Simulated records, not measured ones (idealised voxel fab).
voxel gate over fins: a process module
In the cross-section labelled cut, the width is 170 nm and each square cell is 5 nm.
This document writes a cross-section as a grid whose cells are square, and gives it as bands, listed from the top down; one or more rows of cells form a band.
The entry gives the band's vertical extent as a top height and a bottom height in nm, then its horizontal make-up as materials from left to right, each with a width in nm. "empty" stands for empty space; a single material marked "all across" fills the band edge to edge.
Height 0 is the level under which the wafer as received is all one material. The lowest band goes on downwards, as in "0 and below".
Width spec "30 to 40" -> top row of cells at first value, bottom row at second value, equal per-row change in between.
Step note "no change" = no cross-section cell changed.
"Trapped voids" enumerates empty spaces isolated from the top, with no open way to it, that contain at least 8 cells, giving each as width x height at distance from the left edge, all three in nm.
Note: text after step settings on the step line = simulator remark on that step.
overlay nm: where the mask lay relative to plan, measured to the right, on steps with a mask; negatives go left.
# Set out below are the planned steps of the process
1 RECEIVE, material Si
2 CONFORMAL_DEP, material SiN, thk nm 5
3 DIRECTIONAL_DEP, material aC, thk nm 10
4 PATTERN, tone cover, mask id FINS, material resist, width nm 15, pitch nm 60, thk nm 25, overlay nm 0
5 DIRECTIONAL_ETCH, etch materials aC, depth nm 10
6 STRIP, etch materials resist
7 DIRECTIONAL_ETCH, etch materials SiN, depth nm 5
8 DIRECTIONAL_ETCH, etch materials Si, depth nm 30
9 STRIP, etch materials aC
10 OXIDIZE, depth nm 5
11 FILL_DEP, material SiO2, thk nm 5
12 CMP, height nm 5
13 DIRECTIONAL_DEP, material aC, thk nm 15
14 PATTERN, tone open, mask id RAIL, material resist, width nm 15, thk nm 30, overlay nm 0
15 DIRECTIONAL_ETCH, etch materials aC, depth nm 15
16 STRIP, etch materials resist
17 DIRECTIONAL_ETCH, etch materials SiO2, depth nm 30
18 STRIP, etch materials aC
19 CONFORMAL_DEP, material TiN, thk nm 5
20 FILL_DEP, material W, thk nm 10
21 CMP, height nm 5
22 SELECTIVE_ETCH, etch materials W Ru TiN, depth nm 25
23 FILL_DEP, material SiO2, thk nm 5
24 CMP, height nm 5
25 SELECTIVE_ETCH, etch materials SiO2, depth nm 20
26 STRIP, etch materials SiN
27 CONFORMAL_DEP, material HfO2, thk nm 5
28 CONFORMAL_DEP, material TiN, thk nm 5
29 FILL_DEP, material W, thk nm 10
30 CMP, height nm 15
31 CONFORMAL_DEP, material SiCN, thk nm 10
# Below: the first of two wafers, run as planned
# Wafer cross-section on receipt, i.e. after step 1
	0 and below  Si all across
	Trapped voids: none
# Cross-section: wafer state after step 2
	5 down to 0  SiN all across
	Below 0 it's all the same as before, nothing changed down there.
# Cross-section: wafer state after step 3
	15 down to 5  aC all across
	Below 5 it's all the same as before, nothing changed down there.
# Cross-section: wafer state after step 4
	40 down to 15  empty=15 | resist=15 | empty=45 | resist=15 | empty=45 | resist=15 | empty=20
	Below 15 it's all the same as before, nothing changed down there.
# Cross-section: wafer state after step 5
	30 down to 15  empty=15 | resist=15 | empty=45 | resist=15 | empty=45 | resist=15 | empty=20
	15 down to 5  empty=15 | aC=15 | empty=45 | aC=15 | empty=45 | aC=15 | empty=20
	Below 5 it's all the same as before, nothing changed down there.
# Cross-section: wafer state after step 6
	15 down to 5  empty=15 | aC=15 | empty=45 | aC=15 | empty=45 | aC=15 | empty=20
	Below 5 it's all the same as before, nothing changed down there.
# Cross-section: wafer state after step 7
	15 down to 5  empty=15 | aC=15 | empty=45 | aC=15 | empty=45 | aC=15 | empty=20
	5 down to 0  empty=15 | SiN=15 | empty=45 | SiN=15 | empty=45 | SiN=15 | empty=20
	Below 0 it's all the same as before, nothing changed down there.
# Cross-section: wafer state after step 8
	15 down to 5  empty=15 | aC=15 | empty=45 | aC=15 | empty=45 | aC=15 | empty=20
	5 down to 0  empty=15 | SiN=15 | empty=45 | SiN=15 | empty=45 | SiN=15 | empty=20
	0 down to -30  empty=15 | Si=15 | empty=45 | Si=15 | empty=45 | Si=15 | empty=20
	Below -30 it's all the same as before, nothing changed down there.
# Cross-section: wafer state after step 9
	5 down to 0  empty=15 | SiN=15 | empty=45 | SiN=15 | empty=45 | SiN=15 | empty=20
	Below 0 it's all the same as before, nothing changed down there.
# Cross-section: wafer state after step 10
	5 down to 0  empty=15 | SiN=15 | empty=45 | SiN=15 | empty=45 | SiN=15 | empty=20
	0 down to -30  empty=15 | SiO2=5 | Si=5 | SiO2=5 | empty=45 | SiO2=5 | Si=5 | SiO2=5 | empty=45 | SiO2=5 | Si=5 | SiO2=5 | empty=20
	-30 down to -35  SiO2=20 | Si=5 | SiO2=55 | Si=5 | SiO2=55 | Si=5 | SiO2=25
	Below -35 it's all the same as before, nothing changed down there.
# Cross-section: wafer state after step 11
	10 down to 5  SiO2 all across
	5 down to 0  SiO2=15 | SiN=15 | SiO2=45 | SiN=15 | SiO2=45 | SiN=15 | SiO2=20
	0 down to -35  SiO2=20 | Si=5 | SiO2=55 | Si=5 | SiO2=55 | Si=5 | SiO2=25
	Below -35 it's all the same as before, nothing changed down there.
# Cross-section: wafer state after step 12
	5 down to 0  SiO2=15 | SiN=15 | SiO2=45 | SiN=15 | SiO2=45 | SiN=15 | SiO2=20
	Below 0 it's all the same as before, nothing changed down there.
# Cross-section: wafer state after step 13
	20 down to 5  aC all across
	Below 5 it's all the same as before, nothing changed down there.
# Cross-section: wafer state after step 14
	50 down to 20  resist=45 | empty=15 | resist=110
	Below 20 it's all the same as before, nothing changed down there.
# Cross-section: wafer state after step 15
	35 down to 20  resist=45 | empty=15 | resist=110
	20 down to 5  aC=45 | empty=15 | aC=110
	Below 5 it's all the same as before, nothing changed down there.
# Cross-section: wafer state after step 16
	20 down to 5  aC=45 | empty=15 | aC=110
	Below 5 it's all the same as before, nothing changed down there.
# Cross-section: wafer state after step 17
	20 down to 5  aC=45 | empty=15 | aC=110
	5 down to 0  SiO2=15 | SiN=15 | SiO2=15 | empty=15 | SiO2=15 | SiN=15 | SiO2=45 | SiN=15 | SiO2=20
	0 down to -25  SiO2=20 | Si=5 | SiO2=20 | empty=15 | SiO2=20 | Si=5 | SiO2=55 | Si=5 | SiO2=25
	Below -25 it's all the same as before, nothing changed down there.
# Cross-section: wafer state after step 18
	5 down to 0  SiO2=15 | SiN=15 | SiO2=15 | empty=15 | SiO2=15 | SiN=15 | SiO2=45 | SiN=15 | SiO2=20
	Below 0 it's all the same as before, nothing changed down there.
# Cross-section: wafer state after step 19
	10 down to 5  TiN=50 | empty=5 | TiN=115
	5 down to 0  SiO2=15 | SiN=15 | SiO2=15 | TiN=5 | empty=5 | TiN=5 | SiO2=15 | SiN=15 | SiO2=45 | SiN=15 | SiO2=20
	0 down to -20  SiO2=20 | Si=5 | SiO2=20 | TiN=5 | empty=5 | TiN=5 | SiO2=20 | Si=5 | SiO2=55 | Si=5 | SiO2=25
	-20 down to -25  SiO2=20 | Si=5 | SiO2=20 | TiN=15 | SiO2=20 | Si=5 | SiO2=55 | Si=5 | SiO2=25
	Below -25 it's all the same as before, nothing changed down there.
# Cross-section: wafer state after step 20
	20 down to 10  W all across
	10 down to 5  TiN=50 | W=5 | TiN=115
	5 down to 0  SiO2=15 | SiN=15 | SiO2=15 | TiN=5 | W=5 | TiN=5 | SiO2=15 | SiN=15 | SiO2=45 | SiN=15 | SiO2=20
	0 down to -20  SiO2=20 | Si=5 | SiO2=20 | TiN=5 | W=5 | TiN=5 | SiO2=20 | Si=5 | SiO2=55 | Si=5 | SiO2=25
	Below -20 it's all the same as before, nothing changed down there.
# Cross-section: wafer state after step 21
	5 down to 0  SiO2=15 | SiN=15 | SiO2=15 | TiN=5 | W=5 | TiN=5 | SiO2=15 | SiN=15 | SiO2=45 | SiN=15 | SiO2=20
	Below 0 it's all the same as before, nothing changed down there.
# Cross-section: wafer state after step 22
	5 down to 0  SiO2=15 | SiN=15 | SiO2=15 | empty=15 | SiO2=15 | SiN=15 | SiO2=45 | SiN=15 | SiO2=20
	0 down to -20  SiO2=20 | Si=5 | SiO2=20 | empty=15 | SiO2=20 | Si=5 | SiO2=55 | Si=5 | SiO2=25
	Below -20 it's all the same as before, nothing changed down there.
# Cross-section: wafer state after step 23
	10 down to 5  SiO2 all across
	5 down to 0  SiO2=15 | SiN=15 | SiO2=45 | SiN=15 | SiO2=45 | SiN=15 | SiO2=20
	0 down to -20  SiO2=20 | Si=5 | SiO2=55 | Si=5 | SiO2=55 | Si=5 | SiO2=25
	Below -20 it's all the same as before, nothing changed down there.
# Cross-section: wafer state after step 24
	5 down to 0  SiO2=15 | SiN=15 | SiO2=45 | SiN=15 | SiO2=45 | SiN=15 | SiO2=20
	Below 0 it's all the same as before, nothing changed down there.
# Cross-section: wafer state after step 25
	5 down to 0  empty=15 | SiN=15 | empty=45 | SiN=15 | empty=45 | SiN=15 | empty=20
	0 down to -15  empty=20 | Si=5 | empty=55 | Si=5 | empty=55 | Si=5 | empty=25
	Below -15 it's all the same as before, nothing changed down there.
# Cross-section: wafer state after step 26
	0 down to -15  empty=20 | Si=5 | empty=55 | Si=5 | empty=55 | Si=5 | empty=25
	Below -15 it's all the same as before, nothing changed down there.
# Cross-section: wafer state after step 27
	5 down to 0  empty=15 | HfO2=15 | empty=45 | HfO2=15 | empty=45 | HfO2=15 | empty=20
	0 down to -10  empty=15 | HfO2=5 | Si=5 | HfO2=5 | empty=45 | HfO2=5 | Si=5 | HfO2=5 | empty=45 | HfO2=5 | Si=5 | HfO2=5 | empty=20
	-10 down to -15  HfO2=20 | Si=5 | HfO2=55 | Si=5 | HfO2=55 | Si=5 | HfO2=25
	Below -15 it's all the same as before, nothing changed down there.
# Cross-section: wafer state after step 28
	10 down to 5  empty=10 | TiN=25 | empty=35 | TiN=25 | empty=35 | TiN=25 | empty=15
	5 down to 0  empty=10 | TiN=5 | HfO2=15 | TiN=5 | empty=35 | TiN=5 | HfO2=15 | TiN=5 | empty=35 | TiN=5 | HfO2=15 | TiN=5 | empty=15
	0 down to -5  empty=10 | TiN=5 | HfO2=5 | Si=5 | HfO2=5 | TiN=5 | empty=35 | TiN=5 | HfO2=5 | Si=5 | HfO2=5 | TiN=5 | empty=35 | TiN=5 | HfO2=5 | Si=5 | HfO2=5 | TiN=5 | empty=15
	-5 down to -10  TiN=15 | HfO2=5 | Si=5 | HfO2=5 | TiN=45 | HfO2=5 | Si=5 | HfO2=5 | TiN=45 | HfO2=5 | Si=5 | HfO2=5 | TiN=20
	Below -10 it's all the same as before, nothing changed down there.
# Cross-section: wafer state after step 29
	20 down to 10  W all across
	10 down to 5  W=10 | TiN=25 | W=35 | TiN=25 | W=35 | TiN=25 | W=15
	5 down to 0  W=10 | TiN=5 | HfO2=15 | TiN=5 | W=35 | TiN=5 | HfO2=15 | TiN=5 | W=35 | TiN=5 | HfO2=15 | TiN=5 | W=15
	0 down to -5  W=10 | TiN=5 | HfO2=5 | Si=5 | HfO2=5 | TiN=5 | W=35 | TiN=5 | HfO2=5 | Si=5 | HfO2=5 | TiN=5 | W=35 | TiN=5 | HfO2=5 | Si=5 | HfO2=5 | TiN=5 | W=15
	Below -5 it's all the same as before, nothing changed down there.
# Cross-section: wafer state after step 30
	15 down to 10  W all across
	Below 10 it's all the same as before, nothing changed down there.
# Cross-section: wafer state after step 31
	25 down to 15  SiCN all across
	Below 15 it's all the same as before, nothing changed down there.
# The second wafer began exactly as the first did and followed the same plan, but one mistake was made while running it; through step 13 inclusive, the two wafers are identical
# Second wafer, cut view, end of step 14 per plan
	50 down to 20  resist=40 | empty=15 | resist=115
	Below 20 it's all the same as before, nothing changed down there.
# Second wafer, cut view, end of step 15 per plan
	35 down to 20  resist=40 | empty=15 | resist=115
	20 down to 5  aC=40 | empty=15 | aC=115
	Below 5 it's all the same as before, nothing changed down there.
# Second wafer, cut view, end of step 16 per plan
	20 down to 5  aC=40 | empty=15 | aC=115
	Below 5 it's all the same as before, nothing changed down there.
# Second wafer, cut view, end of step 17 per plan
	20 down to 5  aC=40 | empty=15 | aC=115
	5 down to 0  SiO2=15 | SiN=15 | SiO2=10 | empty=15 | SiO2=20 | SiN=15 | SiO2=45 | SiN=15 | SiO2=20
	0 down to -25  SiO2=20 | Si=5 | SiO2=15 | empty=15 | SiO2=25 | Si=5 | SiO2=55 | Si=5 | SiO2=25
	Below -25 it's all the same as before, nothing changed down there.
# Second wafer, cut view, end of step 18 per plan
	5 down to 0  SiO2=15 | SiN=15 | SiO2=10 | empty=15 | SiO2=20 | SiN=15 | SiO2=45 | SiN=15 | SiO2=20
	Below 0 it's all the same as before, nothing changed down there.
# Second wafer, cut view, end of step 19 per plan
	10 down to 5  TiN=45 | empty=5 | TiN=120
	5 down to 0  SiO2=15 | SiN=15 | SiO2=10 | TiN=5 | empty=5 | TiN=5 | SiO2=20 | SiN=15 | SiO2=45 | SiN=15 | SiO2=20
	0 down to -20  SiO2=20 | Si=5 | SiO2=15 | TiN=5 | empty=5 | TiN=5 | SiO2=25 | Si=5 | SiO2=55 | Si=5 | SiO2=25
	-20 down to -25  SiO2=20 | Si=5 | SiO2=15 | TiN=15 | SiO2=25 | Si=5 | SiO2=55 | Si=5 | SiO2=25
	Below -25 it's all the same as before, nothing changed down there.
# Second wafer, cut view, end of step 20 per plan
	20 down to 10  W all across
	10 down to 5  TiN=45 | W=5 | TiN=120
	5 down to 0  SiO2=15 | SiN=15 | SiO2=10 | TiN=5 | W=5 | TiN=5 | SiO2=20 | SiN=15 | SiO2=45 | SiN=15 | SiO2=20
	0 down to -20  SiO2=20 | Si=5 | SiO2=15 | TiN=5 | W=5 | TiN=5 | SiO2=25 | Si=5 | SiO2=55 | Si=5 | SiO2=25
	Below -20 it's all the same as before, nothing changed down there.
# Second wafer, cut view, end of step 21 per plan
	5 down to 0  SiO2=15 | SiN=15 | SiO2=10 | TiN=5 | W=5 | TiN=5 | SiO2=20 | SiN=15 | SiO2=45 | SiN=15 | SiO2=20
	Below 0 it's all the same as before, nothing changed down there.
# Second wafer, cut view, end of step 22 per plan
	5 down to 0  SiO2=15 | SiN=15 | SiO2=10 | empty=15 | SiO2=20 | SiN=15 | SiO2=45 | SiN=15 | SiO2=20
	0 down to -20  SiO2=20 | Si=5 | SiO2=15 | empty=15 | SiO2=25 | Si=5 | SiO2=55 | Si=5 | SiO2=25
	Below -20 it's all the same as before, nothing changed down there.
# Second wafer, cut view, end of step 23 per plan
	10 down to 5  SiO2 all across
	5 down to 0  SiO2=15 | SiN=15 | SiO2=45 | SiN=15 | SiO2=45 | SiN=15 | SiO2=20
	0 down to -20  SiO2=20 | Si=5 | SiO2=55 | Si=5 | SiO2=55 | Si=5 | SiO2=25
	Below -20 it's all the same as before, nothing changed down there.
# Second wafer, cut view, end of step 24 per plan
	5 down to 0  SiO2=15 | SiN=15 | SiO2=45 | SiN=15 | SiO2=45 | SiN=15 | SiO2=20
	Below 0 it's all the same as before, nothing changed down there.
# Second wafer, cut view, end of step 25 per plan
	5 down to 0  empty=15 | SiN=15 | empty=45 | SiN=15 | empty=45 | SiN=15 | empty=20
	0 down to -15  empty=20 | Si=5 | empty=55 | Si=5 | empty=55 | Si=5 | empty=25
	Below -15 it's all the same as before, nothing changed down there.
# Second wafer, cut view, end of step 26 per plan
	0 down to -15  empty=20 | Si=5 | empty=55 | Si=5 | empty=55 | Si=5 | empty=25
	Below -15 it's all the same as before, nothing changed down there.
# Second wafer, cut view, end of step 27 per plan
	5 down to 0  empty=15 | HfO2=15 | empty=45 | HfO2=15 | empty=45 | HfO2=15 | empty=20
	0 down to -10  empty=15 | HfO2=5 | Si=5 | HfO2=5 | empty=45 | HfO2=5 | Si=5 | HfO2=5 | empty=45 | HfO2=5 | Si=5 | HfO2=5 | empty=20
	-10 down to -15  HfO2=20 | Si=5 | HfO2=55 | Si=5 | HfO2=55 | Si=5 | HfO2=25
	Below -15 it's all the same as before, nothing changed down there.
# Second wafer, cut view, end of step 28 per plan
	10 down to 5  empty=10 | TiN=25 | empty=35 | TiN=25 | empty=35 | TiN=25 | empty=15
	5 down to 0  empty=10 | TiN=5 | HfO2=15 | TiN=5 | empty=35 | TiN=5 | HfO2=15 | TiN=5 | empty=35 | TiN=5 | HfO2=15 | TiN=5 | empty=15
	0 down to -5  empty=10 | TiN=5 | HfO2=5 | Si=5 | HfO2=5 | TiN=5 | empty=35 | TiN=5 | HfO2=5 | Si=5 | HfO2=5 | TiN=5 | empty=35 | TiN=5 | HfO2=5 | Si=5 | HfO2=5 | TiN=5 | empty=15
	-5 down to -10  TiN=15 | HfO2=5 | Si=5 | HfO2=5 | TiN=45 | HfO2=5 | Si=5 | HfO2=5 | TiN=45 | HfO2=5 | Si=5 | HfO2=5 | TiN=20
	Below -10 it's all the same as before, nothing changed down there.
# Second wafer, cut view, end of step 29 per plan
	20 down to 10  W all across
	10 down to 5  W=10 | TiN=25 | W=35 | TiN=25 | W=35 | TiN=25 | W=15
	5 down to 0  W=10 | TiN=5 | HfO2=15 | TiN=5 | W=35 | TiN=5 | HfO2=15 | TiN=5 | W=35 | TiN=5 | HfO2=15 | TiN=5 | W=15
	0 down to -5  W=10 | TiN=5 | HfO2=5 | Si=5 | HfO2=5 | TiN=5 | W=35 | TiN=5 | HfO2=5 | Si=5 | HfO2=5 | TiN=5 | W=35 | TiN=5 | HfO2=5 | Si=5 | HfO2=5 | TiN=5 | W=15
	Below -5 it's all the same as before, nothing changed down there.
# Second wafer, cut view, end of step 30 per plan
	15 down to 10  W all across
	Below 10 it's all the same as before, nothing changed down there.
# Second wafer, cut view, end of step 31 per plan
	25 down to 15  SiCN all across
	Below 15 it's all the same as before, nothing changed down there.
Deviation from plan: step 14 was not run as planned; what actually ran was PATTERN, tone open, mask id RAIL, material resist, width nm 15, thk nm 30, overlay nm -5
at the end the second wafer has, in cells: as many of each material as the first, in other places
